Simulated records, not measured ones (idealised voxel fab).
process module | voxel self aligned vias
cross-section cut | 145 nm wide | cells 5 nm
A cross-section is a grid of square cells, given in bands from the top down. A band is one or more rows of cells.
Each band's line starts with the height of the band's top and of its bottom, in nm. Then come its materials from left to right, each with its width in nm. One material with "throughout" fills the band from edge to edge. "air" is empty space.
Height 0 is the level under which the wafer as received is all one material. The lowest band goes on downwards, as in "0 down".
A width such as "30 to 40" changes by the same amount from each row of cells to the next, from the band's top row to its bottom row.
"no change" after a step means that no cell of the cross-section changed.
closed voids: empty space of 8 cells or more with no open way to the top, each as width x height at its distance from the left edge, in nm
after a step's settings: what the simulator itself notes on the step
overlay nm, on a step with a mask: how far to the right of its planned place the mask lay; to the left if negative
plan
1 op RECEIVE | material Si
2 op CONFORMAL_DEP | material SiO2 | thk nm 10
3 op CONFORMAL_DEP | material SiCN | thk nm 5
4 op DIRECTIONAL_DEP | material SiO2 | thk nm 20
5 op MASKED_ETCH | tone open | mask id LINES | width nm 20 | pitch nm 45 | etch materials SiO2 | depth nm 20 | overlay nm 0
6 op CONFORMAL_DEP | material TiN | thk nm 5
7 op FILL_DEP | material W | thk nm 5
8 op CMP | height nm 35
9 op SELECTIVE_ETCH | etch materials W Ru TiN | depth nm 10
10 op FILL_DEP | material SiN | thk nm 10
11 op CMP | height nm 35
12 op DIRECTIONAL_DEP | material SiO2 | thk nm 15
13 op PATTERN | tone open | mask id VIAS | material resist | width nm 30 | thk nm 20 | overlay nm 0
14 op DIRECTIONAL_ETCH | etch materials SiO2 | depth nm 15
15 op DIRECTIONAL_ETCH | etch materials SiN | depth nm 10
16 op STRIP | etch materials resist
17 op CONFORMAL_DEP | material TiN | thk nm 5
18 op FILL_DEP | material W | thk nm 5
19 op CMP | height nm 50
20 op CONFORMAL_DEP | material SiCN | thk nm 5
as received, after step 1
  0 down: Si throughout
  closed voids: none
a wafer at the end: this start, this plan, one mistake
  55 to 50: SiCN throughout
  50 to 40: SiO2 35 | TiN 5 | W 25 | TiN 5 | SiO2 75
  40 to 35: SiO2 35 | TiN 10 | W 10 | TiN 15 | SiO2 75
  35 to 30: SiO2 40 | TiN 5 | W 10 | TiN 5 | SiO2 25 | SiN 20 | SiO2 40
  30 to 25: SiO2 40 | TiN 20 | SiO2 25 | SiN 20 | SiO2 40
  25 to 20: SiO2 40 | TiN 5 | W 10 | TiN 5 | SiO2 25 | TiN 5 | W 10 | TiN 5 | SiO2 40
  20 to 15: SiO2 40 | TiN 20 | SiO2 25 | TiN 20 | SiO2 40
  15 to 10: SiCN throughout
  10 to 0: SiO2 throughout
  0 down: Si throughout
  closed voids: none
what went wrong: step 13 ran as: op PATTERN | tone open | mask id VIAS | material resist | width nm 35 | thk nm 20 | overlay nm 0
